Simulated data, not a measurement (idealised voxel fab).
process module | voxel transistor to metal
cross-section cut | 210 nm wide | cells 5 nm
A cross-section is a grid of square cells, given in bands from the top down. A band is one or more rows of cells.
Each band's line starts with the height of the band's top and of its bottom, in nm. Then come its materials from left to right, each with its width in nm. One material with "throughout" fills the band from edge to edge. "air" is empty space.
Height 0 is the level under which the wafer as received is all one material. The lowest band goes on downwards, as in "0 down".
A width such as "30 to 40" changes by the same amount from each row of cells to the next, from the band's top row to its bottom row.
"no change" after a step means that no cell of the cross-section changed.
closed voids: empty space of 8 cells or more with no open way to the top, each as width x height at its distance from the left edge, in nm
after a step's settings: what the simulator itself notes on the step
overlay nm, on a step with a mask: how far to the right of its planned place the mask lay; to the left if negative
Each pair below shows a cross-section before one step and the cross-section after it, down to the lowest band that changed. The line under each pair gives the step between them, with its settings. The pairs can come from different runs of this module on the same starting wafer, so a pair continues from the pair above only where its "before" says so.
before
  145 to 125: resist 65 | air 15 | resist 45 | air 15 | resist 70
  125 to 110: aC 65 | air 15 | aC 45 | air 15 | aC 70
  110 to 75: SiO2 throughout
  75 to 70: SiCN throughout
  70 to 65: Ru throughout
  65 to 60: TiN 70 | Ru 5 | TiN 55 | Ru 5 | TiN 75
  60 to 55: lowk 65 | TiN 5 | Ru 5 | TiN 5 | lowk 45 | TiN 5 | Ru 5 | TiN 5 | lowk 70
  55 to 50: SiCN 65 | TiN 15 | SiCN 45 | TiN 15 | SiCN 70
  50 to 40: SiO2 65 | TiN 5 | Ru 15 | TiN 5 | SiO2 25 | TiN 5 | Ru 15 | TiN 5 | SiO2 70
  40 to 35: SiO2 65 | TiN 5 | Ru 10 | TiN 10 | SiO2 25 | TiN 10 | Ru 10 | TiN 5 | SiO2 70
  35 to 20: SiO2 65 | TiN 5 | Ru 10 | TiN 5 | SiN 5 | SiO2 5 | SiCN 15 | SiO2 5 | SiN 5 | TiN 5 | Ru 10 | TiN 5 | SiO2 70
  20 to 10: SiO2 65 | TiN 5 | Ru 10 | TiN 5 | SiN 5 | SiO2 5 | polySi 15 | SiO2 5 | SiN 5 | TiN 5 | Ru 10 | TiN 5 | SiO2 70
  10 to 5: SiO2 60 | SiN 5 | TiN 20 | SiN 5 | SiO2 5 | polySi 15 | SiO2 5 | SiN 5 | TiN 20 | SiN 5 | SiO2 65
  5 to 0: SiO2 60 | SiN 5 | TiN 10 | pSi 10 | SiN 5 | SiO2 5 | polySi 15 | SiO2 5 | SiN 5 | pSi 10 | TiN 10 | SiN 5 | SiO2 65
  0 to -5: SiO2 65 | pSi 20 | SiO2 35 | pSi 20 | SiO2 70
  -5 to -10: SiO2 65 | pSi 20 | Si 35 | pSi 20 | SiO2 70
  -10 to -30: SiO2 65 | Si 75 | SiO2 70
  -30 down: Si throughout
  closed voids: none
after
  125 to 110: aC 65 | air 15 | aC 45 | air 15 | aC 70
  below 110: unchanged
  closed voids: none
the step between: op STRIP | etch materials resist
before: the cross-section after the pair above
after
  125 to 110: aC 65 | air 15 | aC 45 | air 15 | aC 70
  110 to 90: SiO2 65 | air 15 | SiO2 45 | air 15 | SiO2 70
  below 90: unchanged
  closed voids: none
the step between: op DIRECTIONAL_ETCH | etch materials SiO2 | depth nm 20
before: the cross-section after the pair above
after
  110 to 90: SiO2 65 | air 15 | SiO2 45 | air 15 | SiO2 70
  below 90: unchanged
  closed voids: none
the step between: op STRIP | etch materials aC
before: the cross-section after the pair above
after
  110 to 75: SiO2 65 | air 15 | SiO2 45 | air 15 | SiO2 70
  below 75: unchanged
  closed voids: none
the step between: op MASKED_ETCH | tone open | mask id METAL_2_HOLES | width nm 15 | pitch nm 60 | etch materials SiO2 | depth nm 15 | overlay nm 0
before: the cross-section after the pair above
after
  110 to 75: SiO2 65 | air 15 | SiO2 45 | air 15 | SiO2 70
  75 to 70: SiCN 65 | air 15 | SiCN 45 | air 15 | SiCN 70
  below 70: unchanged
  closed voids: none
the step between: op MASKED_ETCH | tone open | mask id METAL_2_HOLES | width nm 15 | pitch nm 60 | etch materials SiCN | depth nm 5 | overlay nm 0
before: the cross-section after the pair above
after
  115 to 110: TiN 70 | air 5 | TiN 55 | air 5 | TiN 75
  110 to 75: SiO2 65 | TiN 5 | air 5 | TiN 5 | SiO2 45 | TiN 5 | air 5 | TiN 5 | SiO2 70
  75 to 70: SiCN 65 | TiN 15 | SiCN 45 | TiN 15 | SiCN 70
  below 70: unchanged
  closed voids: none
the step between: op CONFORMAL_DEP | material TiN | thk nm 5
before: the cross-section after the pair above
after
  120 to 115: Cu throughout
  115 to 110: TiN 70 | Cu 5 | TiN 55 | Cu 5 | TiN 75
  110 to 75: SiO2 65 | TiN 5 | Cu 5 | TiN 5 | SiO2 45 | TiN 5 | Cu 5 | TiN 5 | SiO2 70
  below 75: unchanged
  closed voids: none
the step between: op FILL_DEP | material Cu | thk nm 5
before: the cross-section after the pair above
after
  110 to 75: SiO2 65 | TiN 5 | Cu 5 | TiN 5 | SiO2 45 | TiN 5 | Cu 5 | TiN 5 | SiO2 70
  below 75: unchanged
  closed voids: none
the step between: op CMP | height nm 110
before: the cross-section after the pair above
after
  115 to 110: SiN throughout
  below 110: unchanged
  closed voids: none
the step between: op CONFORMAL_DEP | material SiN | thk nm 5
before
  85 to 70: aC throughout
  70 to 55: lowk throughout
  55 to 50: SiCN throughout
  50 to 40: SiO2 65 | TiN 5 | Ru 15 | TiN 5 | SiO2 25 | TiN 5 | Ru 15 | TiN 5 | SiO2 70
  40 to 35: SiO2 65 | TiN 5 | Ru 10 | TiN 10 | SiO2 25 | TiN 10 | Ru 10 | TiN 5 | SiO2 70
  35 to 20: SiO2 65 | TiN 5 | Ru 10 | TiN 5 | SiN 5 | SiO2 5 | SiCN 15 | SiO2 5 | SiN 5 | TiN 5 | Ru 10 | TiN 5 | SiO2 70
  20 to 10: SiO2 65 | TiN 5 | Ru 10 | TiN 5 | SiN 5 | SiO2 5 | polySi 15 | SiO2 5 | SiN 5 | TiN 5 | Ru 10 | TiN 5 | SiO2 70
  10 to 5: SiO2 60 | SiN 5 | TiN 20 | SiN 5 | SiO2 5 | polySi 15 | SiO2 5 | SiN 5 | TiN 20 | SiN 5 | SiO2 65
  5 to 0: SiO2 60 | SiN 5 | TiN 10 | pSi 10 | SiN 5 | SiO2 5 | polySi 15 | SiO2 5 | SiN 5 | pSi 10 | TiN 10 | SiN 5 | SiO2 65
  0 to -5: SiO2 65 | pSi 20 | SiO2 35 | pSi 20 | SiO2 70
  -5 to -10: SiO2 65 | pSi 20 | Si 35 | pSi 20 | SiO2 70
  -10 to -30: SiO2 65 | Si 75 | SiO2 70
  -30 down: Si throughout
  closed voids: none
after
  115 to 85: resist 60 | air 25 | resist 35 | air 25 | resist 65
  below 85: unchanged
  closed voids: none
the step between: op PATTERN | tone open | mask id METAL_1 | material resist | width nm 25 | pitch nm 60 | thk nm 30 | overlay nm 0
before: the cross-section after the pair above
after
  100 to 85: resist 60 | air 25 | resist 35 | air 25 | resist 65
  85 to 70: aC 60 | air 25 | aC 35 | air 25 | aC 65
  below 70: unchanged
  closed voids: none
the step between: op DIRECTIONAL_ETCH | etch materials aC | depth nm 15
before: the cross-section after the pair above
after
  85 to 70: aC 60 | air 25 | aC 35 | air 25 | aC 65
  below 70: unchanged
  closed voids: none
the step between: op STRIP | etch materials resist
before: the cross-section after the pair above
after
  85 to 70: aC 60 | air 25 | aC 35 | air 25 | aC 65
  70 to 55: lowk 60 | air 25 | lowk 35 | air 25 | lowk 65
  below 55: unchanged
  closed voids: none
the step between: op DIRECTIONAL_ETCH | etch materials lowk | depth nm 15
before: the cross-section after the pair above
after
  85 to 70: aC 60 | air 25 | aC 35 | air 25 | aC 65
  70 to 55: lowk 60 | air 25 | lowk 35 | air 25 | lowk 65
  55 to 50: SiCN 60 | air 25 | SiCN 35 | air 25 | SiCN 65
  below 50: unchanged
  closed voids: none
the step between: op DIRECTIONAL_ETCH | etch materials SiCN | depth nm 5
before: the cross-section after the pair above
after
  70 to 55: lowk 60 | air 25 | lowk 35 | air 25 | lowk 65
  below 55: unchanged
  closed voids: none
the step between: op STRIP | etch materials aC
before: the cross-section after the pair above
after
  75 to 70: TiN 65 | air 15 | TiN 45 | air 15 | TiN 70
  70 to 55: lowk 60 | TiN 5 | air 15 | TiN 5 | lowk 35 | TiN 5 | air 15 | TiN 5 | lowk 65
  55 to 50: SiCN 60 | TiN 25 | SiCN 35 | TiN 25 | SiCN 65
  below 50: unchanged
  closed voids: none
the step between: op CONFORMAL_DEP | material TiN | thk nm 5
before: the cross-section after the pair above
after
  85 to 75: Ru throughout
  75 to 70: TiN 65 | Ru 15 | TiN 45 | Ru 15 | TiN 70
  70 to 55: lowk 60 | TiN 5 | Ru 15 | TiN 5 | lowk 35 | TiN 5 | Ru 15 | TiN 5 | lowk 65
  below 55: unchanged
  closed voids: none
the step between: op FILL_DEP | material Ru | thk nm 10
before: the cross-section after the pair above
after
  70 to 55: lowk 60 | TiN 5 | Ru 15 | TiN 5 | lowk 35 | TiN 5 | Ru 15 | TiN 5 | lowk 65
  below 55: unchanged
  closed voids: none
the step between: op CMP | height nm 70
before: the cross-section after the pair above
after
  75 to 70: SiCN throughout
  below 70: unchanged
  closed voids: none
the step between: op CONFORMAL_DEP | material SiCN | thk nm 5
before: the cross-section after the pair above
after
  110 to 75: SiO2 throughout
  below 75: unchanged
  closed voids: none
the step between: op DIRECTIONAL_DEP | material SiO2 | thk nm 35
before: the cross-section after the pair above
after
  125 to 110: aC throughout
  below 110: unchanged
  closed voids: none
the step between: op DIRECTIONAL_DEP | material aC | thk nm 15
before: the cross-section after the pair above
after
  160 to 125: resist 65 | air 15 | resist 45 | air 15 | resist 70
  below 125: unchanged
  closed voids: none
the step between: op PATTERN | tone open | mask id METAL_2 | material resist | width nm 15 | pitch nm 60 | thk nm 35 | overlay nm 0
before: the cross-section after the pair above
after
  145 to 125: resist 65 | air 15 | resist 45 | air 15 | resist 70
  125 to 110: aC 65 | air 15 | aC 45 | air 15 | aC 70
  below 110: unchanged
  closed voids: none
the step between: op DIRECTIONAL_ETCH | etch materials aC | depth nm 15
before: the cross-section after the pair above
after
  125 to 110: aC 65 | air 15 | aC 45 | air 15 | aC 70
  below 110: unchanged
  closed voids: none
the step between: op STRIP | etch materials resist
before: the cross-section after the pair above
after
  125 to 110: aC 65 | air 15 | aC 45 | air 15 | aC 70
  110 to 90: SiO2 65 | air 15 | SiO2 45 | air 15 | SiO2 70
  below 90: unchanged
  closed voids: none
the step between: op DIRECTIONAL_ETCH | etch materials SiO2 | depth nm 20
before: the cross-section after the pair above
after
  110 to 90: SiO2 65 | air 15 | SiO2 45 | air 15 | SiO2 70
  below 90: unchanged
  closed voids: none
the step between: op STRIP | etch materials aC
before: the cross-section after the pair above
after
  110 to 75: SiO2 65 | air 15 | SiO2 45 | air 15 | SiO2 70
  below 75: unchanged
  closed voids: none
the step between: op MASKED_ETCH | tone open | mask id METAL_2_HOLES | width nm 15 | pitch nm 60 | etch materials SiO2 | depth nm 15 | overlay nm 0
before: the cross-section after the pair above
after
  110 to 75: SiO2 65 | air 15 | SiO2 45 | air 15 | SiO2 70
  75 to 70: SiCN 65 | air 15 | SiCN 45 | air 15 | SiCN 70
  below 70: unchanged
  closed voids: none
the step between: op MASKED_ETCH | tone open | mask id METAL_2_HOLES | width nm 15 | pitch nm 60 | etch materials SiCN | depth nm 5 | overlay nm 0
before: the cross-section after the pair above
after
  115 to 110: TiN 70 | air 5 | TiN 55 | air 5 | TiN 75
  110 to 75: SiO2 65 | TiN 5 | air 5 | TiN 5 | SiO2 45 | TiN 5 | air 5 | TiN 5 | SiO2 70
  75 to 70: SiCN 65 | TiN 15 | SiCN 45 | TiN 15 | SiCN 70
  below 70: unchanged
  closed voids: none
the step between: op CONFORMAL_DEP | material TiN | thk nm 5
before: the cross-section after the pair above
after
  120 to 115: Cu throughout
  115 to 110: TiN 70 | Cu 5 | TiN 55 | Cu 5 | TiN 75
  110 to 75: SiO2 65 | TiN 5 | Cu 5 | TiN 5 | SiO2 45 | TiN 5 | Cu 5 | TiN 5 | SiO2 70
  below 75: unchanged
  closed voids: none
the step between: op FILL_DEP | material Cu | thk nm 5
before: the cross-section after the pair above
after
  110 to 75: SiO2 65 | TiN 5 | Cu 5 | TiN 5 | SiO2 45 | TiN 5 | Cu 5 | TiN 5 | SiO2 70
  below 75: unchanged
  closed voids: none
the step between: op CMP | height nm 110
before: the cross-section after the pair above
after
  115 to 110: SiN throughout
  below 110: unchanged
  closed voids: none
the step between: op CONFORMAL_DEP | material SiN | thk nm 5
before
  125 to 110: aC throughout
  110 to 75: SiO2 throughout
  75 to 70: SiCN throughout
  70 to 55: lowk 65 | TiN 5 | Ru 5 | TiN 5 | lowk 45 | TiN 5 | Ru 5 | TiN 5 | lowk 70
  55 to 50: SiCN 65 | TiN 15 | SiCN 45 | TiN 15 | SiCN 70
  50 to 40: SiO2 65 | TiN 5 | Ru 15 | TiN 5 | SiO2 25 | TiN 5 | Ru 15 | TiN 5 | SiO2 70
  40 to 35: SiO2 65 | TiN 5 | Ru 10 | TiN 10 | SiO2 25 | TiN 10 | Ru 10 | TiN 5 | SiO2 70
  35 to 20: SiO2 65 | TiN 5 | Ru 10 | TiN 5 | SiN 5 | SiO2 5 | SiCN 15 | SiO2 5 | SiN 5 | TiN 5 | Ru 10 | TiN 5 | SiO2 70
  20 to 10: SiO2 65 | TiN 5 | Ru 10 | TiN 5 | SiN 5 | SiO2 5 | polySi 15 | SiO2 5 | SiN 5 | TiN 5 | Ru 10 | TiN 5 | SiO2 70
  10 to 5: SiO2 60 | SiN 5 | TiN 20 | SiN 5 | SiO2 5 | polySi 15 | SiO2 5 | SiN 5 | TiN 20 | SiN 5 | SiO2 65
  5 to 0: SiO2 60 | SiN 5 | TiN 10 | pSi 10 | SiN 5 | SiO2 5 | polySi 15 | SiO2 5 | SiN 5 | pSi 10 | TiN 10 | SiN 5 | SiO2 65
  0 to -5: SiO2 65 | pSi 20 | SiO2 35 | pSi 20 | SiO2 70
  -5 to -10: SiO2 65 | pSi 20 | Si 35 | pSi 20 | SiO2 70
  -10 to -30: SiO2 65 | Si 75 | SiO2 70
  -30 down: Si throughout
  closed voids: none
after
  160 to 125: resist 70 | air 15 | resist 45 | air 15 | resist 65
  below 125: unchanged
  closed voids: none
the step between: op PATTERN | tone open | mask id METAL_2 | material resist | width nm 15 | pitch nm 60 | thk nm 35 | overlay nm 5
before: the cross-section after the pair above
after
  145 to 125: resist 70 | air 15 | resist 45 | air 15 | resist 65
  125 to 110: aC 70 | air 15 | aC 45 | air 15 | aC 65
  below 110: unchanged
  closed voids: none
the step between: op DIRECTIONAL_ETCH | etch materials aC | depth nm 15
before: the cross-section after the pair above
after
  125 to 110: aC 70 | air 15 | aC 45 | air 15 | aC 65
  below 110: unchanged
  closed voids: none
the step between: op STRIP | etch materials resist
before: the cross-section after the pair above
after
  125 to 110: aC 70 | air 15 | aC 45 | air 15 | aC 65
  110 to 90: SiO2 70 | air 15 | SiO2 45 | air 15 | SiO2 65
  below 90: unchanged
  closed voids: none
the step between: op DIRECTIONAL_ETCH | etch materials SiO2 | depth nm 20
before: the cross-section after the pair above
after
  110 to 90: SiO2 70 | air 15 | SiO2 45 | air 15 | SiO2 65
  below 90: unchanged
  closed voids: none
the step between: op STRIP | etch materials aC
before: the cross-section after the pair above
after
  110 to 95: SiO2 65 | air 20 | SiO2 40 | air 20 | SiO2 65
  95 to 90: SiO2 70 | air 15 | SiO2 45 | air 15 | SiO2 65
  90 to 75: SiO2 70 | air 10 | SiO2 50 | air 10 | SiO2 70
  below 75: unchanged
  closed voids: none
the step between: op MASKED_ETCH | tone open | mask id METAL_2_HOLES | width nm 15 | pitch nm 60 | etch materials SiO2 | depth nm 15 | overlay nm 0
before: the cross-section after the pair above
after
  110 to 95: SiO2 65 | air 20 | SiO2 40 | air 20 | SiO2 65
  95 to 90: SiO2 70 | air 15 | SiO2 45 | air 15 | SiO2 65
  90 to 75: SiO2 70 | air 10 | SiO2 50 | air 10 | SiO2 70
  75 to 70: SiCN 70 | air 10 | SiCN 50 | air 10 | SiCN 70
  below 70: unchanged
  closed voids: none
the step between: op MASKED_ETCH | tone open | mask id METAL_2_HOLES | width nm 15 | pitch nm 60 | etch materials SiCN | depth nm 5 | overlay nm 0
before: the cross-section after the pair above
after
  115 to 110: TiN 70 | air 10 | TiN 50 | air 10 | TiN 70
  110 to 100: SiO2 65 | TiN 5 | air 10 | TiN 5 | SiO2 40 | TiN 5 | air 10 | TiN 5 | SiO2 65
  100 to 95: SiO2 65 | TiN 10 | air 5 | TiN 5 | SiO2 40 | TiN 10 | air 5 | TiN 5 | SiO2 65
  95 to 90: SiO2 70 | TiN 15 | SiO2 45 | TiN 15 | SiO2 65
  90 to 75: SiO2 70 | TiN 10 | SiO2 50 | TiN 10 | SiO2 70
  75 to 70: SiCN 70 | TiN 10 | SiCN 50 | TiN 10 | SiCN 70
  below 70: unchanged
  closed voids: none
the step between: op CONFORMAL_DEP | material TiN | thk nm 5
before: the cross-section after the pair above
after
  120 to 115: Cu throughout
  115 to 110: TiN 70 | Cu 10 | TiN 50 | Cu 10 | TiN 70
  110 to 100: SiO2 65 | TiN 5 | Cu 10 | TiN 5 | SiO2 40 | TiN 5 | Cu 10 | TiN 5 | SiO2 65
  100 to 95: SiO2 65 | TiN 10 | Cu 5 | TiN 5 | SiO2 40 | TiN 10 | Cu 5 | TiN 5 | SiO2 65
  below 95: unchanged
  closed voids: none
the step between: op FILL_DEP | material Cu | thk nm 5
before: the cross-section after the pair above
after
  110 to 100: SiO2 65 | TiN 5 | Cu 10 | TiN 5 | SiO2 40 | TiN 5 | Cu 10 | TiN 5 | SiO2 65
  below 100: unchanged
  closed voids: none
the step between: op CMP | height nm 110
before: the cross-section after the pair above
after
  115 to 110: SiN throughout
  below 110: unchanged
  closed voids: none
the step between: op CONFORMAL_DEP | material SiN | thk nm 5
before
  35 to 20: air 95 | SiCN 15 | air 100
  20 to 10: air 95 | polySi 15 | air 100
  10 to 0: SiO2 55 | air 40 | polySi 15 | air 40 | SiO2 60
  0 to -5: SiO2 throughout
  -5 to -30: SiO2 65 | Si 75 | SiO2 70
  -30 down: Si throughout
  closed voids: none
after
  40 to 35: air 90 | SiN 25 | air 95
  35 to 20: air 90 | SiN 5 | SiCN 15 | SiN 5 | air 95
  20 to 15: air 90 | SiN 5 | polySi 15 | SiN 5 | air 95
  15 to 10: SiN 60 | air 30 | SiN 5 | polySi 15 | SiN 5 | air 30 | SiN 65
  10 to 5: SiO2 55 | SiN 5 | air 30 | SiN 5 | polySi 15 | SiN 5 | air 30 | SiN 5 | SiO2 60
  5 to 0: SiO2 55 | SiN 40 | polySi 15 | SiN 40 | SiO2 60
  below 0: unchanged
  closed voids: none
the step between: op CONFORMAL_DEP | material SiN | thk nm 5
before: the cross-section after the pair above
after
  45 to 35: air 85 | SiN 35 | air 90
  35 to 20: air 85 | SiN 10 | SiCN 15 | SiN 10 | air 90
  20 to 10: SiN 65 | air 20 | SiN 10 | polySi 15 | SiN 10 | air 20 | SiN 70
  10 to 0: SiO2 55 | SiN 40 | polySi 15 | SiN 40 | SiO2 60
  below 0: unchanged
  closed voids: none
the step between: op CONFORMAL_DEP | material SiN | thk nm 5
before: the cross-section after the pair above
after
  40 to 35: air 85 | SiN 35 | air 90
  35 to 20: air 85 | SiN 10 | SiCN 15 | SiN 10 | air 90
  20 to 15: air 85 | SiN 10 | polySi 15 | SiN 10 | air 90
  15 to 10: SiN 65 | air 20 | SiN 10 | polySi 15 | SiN 10 | air 20 | SiN 70
  10 to 5: SiO2 55 | SiN 10 | air 20 | SiN 10 | polySi 15 | SiN 10 | air 20 | SiN 10 | SiO2 60
  below 5: unchanged
  closed voids: none
the step between: op DIRECTIONAL_ETCH | etch materials SiN | depth nm 5
before: the cross-section after the pair above
after
  45 to 40: SiO2 throughout
  40 to 35: SiO2 85 | SiN 35 | SiO2 90
  35 to 20: SiO2 85 | SiN 10 | SiCN 15 | SiN 10 | SiO2 90
  20 to 15: SiO2 85 | SiN 10 | polySi 15 | SiN 10 | SiO2 90
  15 to 10: SiN 65 | SiO2 20 | SiN 10 | polySi 15 | SiN 10 | SiO2 20 | SiN 70
  10 to 5: SiO2 55 | SiN 10 | SiO2 20 | SiN 10 | polySi 15 | SiN 10 | SiO2 20 | SiN 10 | SiO2 60
  below 5: unchanged
  closed voids: none
the step between: op FILL_DEP | material SiO2 | thk nm 5
before: the cross-section after the pair above
after
  35 to 20: SiO2 85 | SiN 10 | SiCN 15 | SiN 10 | SiO2 90
  below 20: unchanged
  closed voids: none
the step between: op CMP | height nm 35
before: the cross-section after the pair above
after
  50 to 35: SiO2 throughout
  below 35: unchanged
  closed voids: none
the step between: op DIRECTIONAL_DEP | material SiO2 | thk nm 15
before: the cross-section after the pair above
after
  65 to 50: resist 65 | air 25 | resist 25 | air 25 | resist 70
  below 50: unchanged
  closed voids: none
the step between: op PATTERN | tone open | mask id CONTACT | material resist | width nm 25 | pitch nm 50 | thk nm 15 | overlay nm 0
before: the cross-section after the pair above
after
  65 to 50: resist 65 | air 25 | resist 25 | air 25 | resist 70
  50 to 35: SiO2 65 | air 25 | SiO2 25 | air 25 | SiO2 70
  35 to 20: SiO2 65 | air 20 | SiN 10 | SiCN 15 | SiN 10 | air 20 | SiO2 70
  20 to 15: SiO2 65 | air 20 | SiN 10 | polySi 15 | SiN 10 | air 20 | SiO2 70
  15 to 10: SiN 65 | air 20 | SiN 10 | polySi 15 | SiN 10 | air 20 | SiN 70
  10 to 5: SiO2 55 | SiN 10 | air 20 | SiN 10 | polySi 15 | SiN 10 | air 20 | SiN 10 | SiO2 60
  below 5: unchanged
  closed voids: none
the step between: op DIRECTIONAL_ETCH | etch materials SiO2 | depth nm 50
before: the cross-section after the pair above
after
  50 to 35: SiO2 65 | air 25 | SiO2 25 | air 25 | SiO2 70
  below 35: unchanged
  closed voids: none
the step between: op STRIP | etch materials resist
before: the cross-section after the pair above
after
  55 to 50: TiN 70 | air 15 | TiN 35 | air 15 | TiN 75
  50 to 40: SiO2 65 | TiN 5 | air 15 | TiN 5 | SiO2 25 | TiN 5 | air 15 | TiN 5 | SiO2 70
  40 to 35: SiO2 65 | TiN 5 | air 10 | TiN 10 | SiO2 25 | TiN 10 | air 10 | TiN 5 | SiO2 70
  35 to 20: SiO2 65 | TiN 5 | air 10 | TiN 5 | SiN 10 | SiCN 15 | SiN 10 | TiN 5 | air 10 | TiN 5 | SiO2 70
  20 to 15: SiO2 65 | TiN 5 | air 10 | TiN 5 | SiN 10 | polySi 15 | SiN 10 | TiN 5 | air 10 | TiN 5 | SiO2 70
  15 to 10: SiN 65 | TiN 5 | air 10 | TiN 5 | SiN 10 | polySi 15 | SiN 10 | TiN 5 | air 10 | TiN 5 | SiN 70
  10 to 5: SiO2 55 | SiN 10 | TiN 20 | SiN 10 | polySi 15 | SiN 10 | TiN 20 | SiN 10 | SiO2 60
  below 5: unchanged
  closed voids: none
the step between: op CONFORMAL_DEP | material TiN | thk nm 5
before: the cross-section after the pair above
after
  65 to 55: Ru throughout
  55 to 50: TiN 70 | Ru 15 | TiN 35 | Ru 15 | TiN 75
  50 to 40: SiO2 65 | TiN 5 | Ru 15 | TiN 5 | SiO2 25 | TiN 5 | Ru 15 | TiN 5 | SiO2 70
  40 to 35: SiO2 65 | TiN 5 | Ru 10 | TiN 10 | SiO2 25 | TiN 10 | Ru 10 | TiN 5 | SiO2 70
  35 to 20: SiO2 65 | TiN 5 | Ru 10 | TiN 5 | SiN 10 | SiCN 15 | SiN 10 | TiN 5 | Ru 10 | TiN 5 | SiO2 70
  20 to 15: SiO2 65 | TiN 5 | Ru 10 | TiN 5 | SiN 10 | polySi 15 | SiN 10 | TiN 5 | Ru 10 | TiN 5 | SiO2 70
  15 to 10: SiN 65 | TiN 5 | Ru 10 | TiN 5 | SiN 10 | polySi 15 | SiN 10 | TiN 5 | Ru 10 | TiN 5 | SiN 70
  below 10: unchanged
  closed voids: none
the step between: op FILL_DEP | material Ru | thk nm 10
before: the cross-section after the pair above
after
  50 to 40: SiO2 65 | TiN 5 | Ru 15 | TiN 5 | SiO2 25 | TiN 5 | Ru 15 | TiN 5 | SiO2 70
  below 40: unchanged
  closed voids: none
the step between: op CMP | height nm 50
before: the cross-section after the pair above
after
  55 to 50: SiCN throughout
  below 50: unchanged
  closed voids: none
the step between: op CONFORMAL_DEP | material SiCN | thk nm 5
before: the cross-section after the pair above
after
  70 to 55: lowk throughout
  below 55: unchanged
  closed voids: none
the step between: op DIRECTIONAL_DEP | material lowk | thk nm 15
before: the cross-section after the pair above
after
  85 to 70: aC throughout
  below 70: unchanged
  closed voids: none
the step between: op DIRECTIONAL_DEP | material aC | thk nm 15
before: the cross-section after the pair above
after
  115 to 85: resist 65 | air 15 | resist 45 | air 15 | resist 70
  below 85: unchanged
  closed voids: none
the step between: op PATTERN | tone open | mask id METAL_1 | material resist | width nm 15 | pitch nm 60 | thk nm 30 | overlay nm 0
before: the cross-section after the pair above
after
  100 to 85: resist 65 | air 15 | resist 45 | air 15 | resist 70
  85 to 70: aC 65 | air 15 | aC 45 | air 15 | aC 70
  below 70: unchanged
  closed voids: none
the step between: op DIRECTIONAL_ETCH | etch materials aC | depth nm 15
before: the cross-section after the pair above
after
  85 to 70: aC 65 | air 15 | aC 45 | air 15 | aC 70
  below 70: unchanged
  closed voids: none
the step between: op STRIP | etch materials resist
before: the cross-section after the pair above
after
  85 to 70: aC 65 | air 15 | aC 45 | air 15 | aC 70
  70 to 55: lowk 65 | air 15 | lowk 45 | air 15 | lowk 70
  below 55: unchanged
  closed voids: none
the step between: op DIRECTIONAL_ETCH | etch materials lowk | depth nm 15
before: the cross-section after the pair above
after
  85 to 70: aC 65 | air 15 | aC 45 | air 15 | aC 70
  70 to 55: lowk 65 | air 15 | lowk 45 | air 15 | lowk 70
  55 to 50: SiCN 65 | air 15 | SiCN 45 | air 15 | SiCN 70
  below 50: unchanged
  closed voids: none
the step between: op DIRECTIONAL_ETCH | etch materials SiCN | depth nm 5
before: the cross-section after the pair above
after
  70 to 55: lowk 65 | air 15 | lowk 45 | air 15 | lowk 70
  below 55: unchanged
  closed voids: none
the step between: op STRIP | etch materials aC
before: the cross-section after the pair above
after
  75 to 70: TiN 70 | air 5 | TiN 55 | air 5 | TiN 75
  70 to 55: lowk 65 | TiN 5 | air 5 | TiN 5 | lowk 45 | TiN 5 | air 5 | TiN 5 | lowk 70
  55 to 50: SiCN 65 | TiN 15 | SiCN 45 | TiN 15 | SiCN 70
  below 50: unchanged
  closed voids: none
the step between: op CONFORMAL_DEP | material TiN | thk nm 5
before: the cross-section after the pair above
after
  85 to 75: Ru throughout
  75 to 70: TiN 70 | Ru 5 | TiN 55 | Ru 5 | TiN 75
  70 to 55: lowk 65 | TiN 5 | Ru 5 | TiN 5 | lowk 45 | TiN 5 | Ru 5 | TiN 5 | lowk 70
  below 55: unchanged
  closed voids: none
the step between: op FILL_DEP | material Ru | thk nm 10
before: the cross-section after the pair above
after
  70 to 55: lowk 65 | TiN 5 | Ru 5 | TiN 5 | lowk 45 | TiN 5 | Ru 5 | TiN 5 | lowk 70
  below 55: unchanged
  closed voids: none
the step between: op CMP | height nm 70
before: the cross-section after the pair above
after
  75 to 70: SiCN throughout
  below 70: unchanged
  closed voids: none
the step between: op CONFORMAL_DEP | material SiCN | thk nm 5
before: the cross-section after the pair above
after
  110 to 75: SiO2 throughout
  below 75: unchanged
  closed voids: none
the step between: op DIRECTIONAL_DEP | material SiO2 | thk nm 35
before: the cross-section after the pair above
after
  125 to 110: aC throughout
  below 110: unchanged
  closed voids: none
the step between: op DIRECTIONAL_DEP | material aC | thk nm 15
before: the cross-section after the pair above
after
  160 to 125: resist 65 | air 15 | resist 45 | air 15 | resist 70
  below 125: unchanged
  closed voids: none
the step between: op PATTERN | tone open | mask id METAL_2 | material resist | width nm 15 | pitch nm 60 | thk nm 35 | overlay nm 0
before: the cross-section after the pair above
after
  145 to 125: resist 65 | air 15 | resist 45 | air 15 | resist 70
  125 to 110: aC 65 | air 15 | aC 45 | air 15 | aC 70
  below 110: unchanged
  closed voids: none
the step between: op DIRECTIONAL_ETCH | etch materials aC | depth nm 15
before: the cross-section after the pair above
after
  125 to 110: aC 65 | air 15 | aC 45 | air 15 | aC 70
  below 110: unchanged
  closed voids: none
the step between: op STRIP | etch materials resist
before: the cross-section after the pair above
after
  125 to 110: aC 65 | air 15 | aC 45 | air 15 | aC 70
  110 to 90: SiO2 65 | air 15 | SiO2 45 | air 15 | SiO2 70
  below 90: unchanged
  closed voids: none
the step between: op DIRECTIONAL_ETCH | etch materials SiO2 | depth nm 20
before: the cross-section after the pair above
after
  110 to 90: SiO2 65 | air 15 | SiO2 45 | air 15 | SiO2 70
  below 90: unchanged
  closed voids: none
the step between: op STRIP | etch materials aC
before: the cross-section after the pair above
after
  110 to 75: SiO2 65 | air 15 | SiO2 45 | air 15 | SiO2 70
  below 75: unchanged
  closed voids: none
the step between: op MASKED_ETCH | tone open | mask id METAL_2_HOLES | width nm 15 | pitch nm 60 | etch materials SiO2 | depth nm 15 | overlay nm 0
before: the cross-section after the pair above
after
  110 to 75: SiO2 65 | air 15 | SiO2 45 | air 15 | SiO2 70
  75 to 70: SiCN 65 | air 15 | SiCN 45 | air 15 | SiCN 70
  below 70: unchanged
  closed voids: none
the step between: op MASKED_ETCH | tone open | mask id METAL_2_HOLES | width nm 15 | pitch nm 60 | etch materials SiCN | depth nm 5 | overlay nm 0
before: the cross-section after the pair above
after
  115 to 110: TiN 70 | air 5 | TiN 55 | air 5 | TiN 75
  110 to 75: SiO2 65 | TiN 5 | air 5 | TiN 5 | SiO2 45 | TiN 5 | air 5 | TiN 5 | SiO2 70
  75 to 70: SiCN 65 | TiN 15 | SiCN 45 | TiN 15 | SiCN 70
  below 70: unchanged
  closed voids: none
the step between: op CONFORMAL_DEP | material TiN | thk nm 5
